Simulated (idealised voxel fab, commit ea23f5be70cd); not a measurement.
voxel fin reveal: a process module
In the cross-section labelled cut, the width is 160 nm and each square cell is 5 nm.
How to read a cross-section here: the picture is a grid of square cells, written as bands going from the top down, and any band can span one or more rows of cells. This entry defines a band. It first specifies the height of the band's top and the height of its bottom in nm, and then specifies the band's materials from left to right, stating each material with its width in nm. The word "edge to edge" identifies a single material that fills the band from edge to edge, while the word "air" identifies empty space. All heights in this document are referenced to 0, defined as the level beneath which the wafer, as received, consists entirely of one material. The lowest band is not bounded below; it extends indefinitely downward and is written in the form "z 0 and below". Width: "30 to 40" (first number = top row, second number = bottom row, same change from row to row of cells). Basically "no modification" means that step didn't change any cell in the cross-section. The label "Internal closed voids" introduces a list of the empty spaces, 8 cells or larger, that have no open way up to the top; each entry in it reads width x height at distance, where the distance is taken from the left edge and all three are stated in nm. On a step's line, text after the settings is the simulator commenting on that step. overlay nm, on a step with a mask: how far to the right of its planned place the mask lay; to the left if negative.
### Intended process steps
step 1: RECEIVE, material Si
step 2: CONFORMAL_DEP, material SiN, thk nm 5
step 3: MASKED_ETCH, tone cover, mask id FINS, width nm 15, pitch nm 35, etch materials SiN, depth nm 5, overlay nm 0
step 4: MASKED_ETCH, tone cover, mask id FINS, width nm 15, pitch nm 35, etch materials Si, depth nm 30, overlay nm 0
step 5: FILL_DEP, material SiO2, thk nm 5
step 6: CMP, height nm -5
step 7: SELECTIVE_ETCH, etch materials SiO2, depth nm 20
step 8: STRIP, etch materials SiN
For clarity, it should be stated that the wafers under discussion commence in an identical condition and differ with respect to the height nm of step 6, the plan indicating the value that the first wafer had.
### After step 1, as received: first of several wafers, cross-section
    z 0 and below  Si edge to edge
    Internal closed voids: none
### Below is a per-wafer table. In it, each row describes the wafer at the end of the module by giving, for each material, the number of cells gained (+) or lost (-) since the wafer was received, and after that the closed voids of the wafer
height nm -5, -132 Si, +20 SiO2, Internal closed voids: none
height nm 0, -120 Si, +40 SiO2, Internal closed voids: none
height nm 5, -120 Si, +60 SiO2, Internal closed voids: none
height nm 10, -120 Si, +80 SiO2, Internal closed voids: none
